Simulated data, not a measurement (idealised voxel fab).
The following process module bears the name voxel self aligned contacts.
For reference, the cross-section in this document is cut, with width 220 nm and square cells of 5 nm.
Format of a cross-section: grid, square cells. Given as bands. Order: top down. Band: one or more rows of cells.
Per band: top height and bottom height in nm, followed by the left-to-right materials and their widths in nm; "all across" marks a single material spanning edge to edge, "empty" marks empty space.
Measure heights from 0. That's the level where, below it, the as-received wafer is all one material. The lowest band is bottomless and extends downward; write it as in "z 0 and below".
You'd read "30..40" like this: the band's top row of cells is as wide as the first number, its bottom row is as wide as the second, and going down, every row changes width by the same amount as the row before did.
"same as before" after a step means that no cell of the cross-section changed.
In "Catalogued sealed voids" the enclosed voids are listed, meaning empty spaces of 8 cells or larger without any opening to the top. The form is width x height at distance, distance from the left edge, units nm.
Read whatever lies past the settings on a step's line as the simulator's own remark about the step.
overlay nm: how far to the right of its planned place the mask lay on this masked step (negative: to the left).
plan:
1,RECEIVE,material Si
2,CONFORMAL_DEP,material SiO2,thk nm 5
3,DIRECTIONAL_DEP,material polySi,thk nm 25
4,DIRECTIONAL_DEP,material SiN,thk nm 15
5,MASKED_ETCH,tone cover,mask id GATE,width nm 35,pitch nm 70,etch materials SiN,depth nm 15,overlay nm 0
6,MASKED_ETCH,tone cover,mask id GATE,width nm 35,pitch nm 70,etch materials polySi,depth nm 25,overlay nm 0
7,CONFORMAL_DEP,material SiN,thk nm 5
8,DIRECTIONAL_ETCH,etch materials SiN,depth nm 5
9,FILL_DEP,material SiO2,thk nm 10
10,CMP,height nm 50
11,PATTERN,tone open,mask id CONTACT,material resist,width nm 45,thk nm 15,overlay nm 0
12,DIRECTIONAL_ETCH,etch materials SiO2,depth nm 50
13,STRIP,etch materials resist
14,CONFORMAL_DEP,material TiN,thk nm 5
15,FILL_DEP,material Ru,thk nm 10
16,CMP,height nm 50
17,CONFORMAL_DEP,material SiN,thk nm 5
First of the two wafers, run per plan:
Shown in cross-section is the wafer as received, that is, as it stands after step 1:
z 0 and below: Si all across
Catalogued sealed voids: none
So this is the wafer cross-section right after step 2:
z 5 to 0: SiO2 all across
Unchanged below 0.
So this is the wafer cross-section right after step 3:
z 30 to 5: polySi all across
Unchanged below 5.
So this is the wafer cross-section right after step 4:
z 45 to 30: SiN all across
Unchanged below 30.
So this is the wafer cross-section right after step 5:
z 45 to 30: empty=55 | SiN=35 | empty=35 | SiN=35 | empty=60
Unchanged below 30.
So this is the wafer cross-section right after step 6:
z 45 to 30: empty=55 | SiN=35 | empty=35 | SiN=35 | empty=60
z 30 to 5: empty=55 | polySi=35 | empty=35 | polySi=35 | empty=60
Unchanged below 5.
So this is the wafer cross-section right after step 7:
z 50 to 30: empty=50 | SiN=45 | empty=25 | SiN=45 | empty=55
z 30 to 10: empty=50 | SiN=5 | polySi=35 | SiN=5 | empty=25 | SiN=5 | polySi=35 | SiN=5 | empty=55
z 10 to 5: SiN=55 | polySi=35 | SiN=35 | polySi=35 | SiN=60
Unchanged below 5.
So this is the wafer cross-section right after step 8:
z 45 to 30: empty=50 | SiN=45 | empty=25 | SiN=45 | empty=55
z 30 to 5: empty=50 | SiN=5 | polySi=35 | SiN=5 | empty=25 | SiN=5 | polySi=35 | SiN=5 | empty=55
Unchanged below 5.
So this is the wafer cross-section right after step 9:
z 55 to 45: SiO2 all across
z 45 to 30: SiO2=50 | SiN=45 | SiO2=25 | SiN=45 | SiO2=55
z 30 to 5: SiO2=50 | SiN=5 | polySi=35 | SiN=5 | SiO2=25 | SiN=5 | polySi=35 | SiN=5 | SiO2=55
Unchanged below 5.
So this is the wafer cross-section right after step 10:
z 50 to 45: SiO2 all across
Unchanged below 45.
So this is the wafer cross-section right after step 11:
z 65 to 50: resist=85 | empty=45 | resist=90
Unchanged below 50.
So this is the wafer cross-section right after step 12:
z 65 to 50: resist=85 | empty=45 | resist=90
z 50 to 45: SiO2=85 | empty=45 | SiO2=90
z 45 to 30: SiO2=50 | SiN=45 | empty=25 | SiN=45 | SiO2=55
z 30 to 5: SiO2=50 | SiN=5 | polySi=35 | SiN=5 | empty=25 | SiN=5 | polySi=35 | SiN=5 | SiO2=55
z 5 to 0: SiO2=95 | empty=25 | SiO2=100
Unchanged below 0.
So this is the wafer cross-section right after step 13:
z 50 to 45: SiO2=85 | empty=45 | SiO2=90
Unchanged below 45.
So this is the wafer cross-section right after step 14:
z 55 to 50: TiN=90 | empty=35 | TiN=95
z 50 to 45: SiO2=85 | TiN=15 | empty=15 | TiN=15 | SiO2=90
z 45 to 30: SiO2=50 | SiN=45 | TiN=5 | empty=15 | TiN=5 | SiN=45 | SiO2=55
z 30 to 5: SiO2=50 | SiN=5 | polySi=35 | SiN=5 | TiN=5 | empty=15 | TiN=5 | SiN=5 | polySi=35 | SiN=5 | SiO2=55
z 5 to 0: SiO2=95 | TiN=25 | SiO2=100
Unchanged below 0.
So this is the wafer cross-section right after step 15:
z 65 to 55: Ru all across
z 55 to 50: TiN=90 | Ru=35 | TiN=95
z 50 to 45: SiO2=85 | TiN=15 | Ru=15 | TiN=15 | SiO2=90
z 45 to 30: SiO2=50 | SiN=45 | TiN=5 | Ru=15 | TiN=5 | SiN=45 | SiO2=55
z 30 to 5: SiO2=50 | SiN=5 | polySi=35 | SiN=5 | TiN=5 | Ru=15 | TiN=5 | SiN=5 | polySi=35 | SiN=5 | SiO2=55
Unchanged below 5.
So this is the wafer cross-section right after step 16:
z 50 to 45: SiO2=85 | TiN=15 | Ru=15 | TiN=15 | SiO2=90
Unchanged below 45.
So this is the wafer cross-section right after step 17:
z 55 to 50: SiN all across
Unchanged below 50.
The Second Wafer: Common Origin and Plan, One Mistake in Execution, Identical to the First Through Step 16:
The second wafer cut through, at the time step 17 was supposed to be finished:
z 55 to 50: TiN all across
Unchanged below 50.
Diagnosis: not per plan at step 17, really ran CONFORMAL_DEP,material TiN,thk nm 5
The final cell counts differ between the wafers, with the second having more or fewer of some materials than the first: 44 fewer of SiN, 44 more of TiN
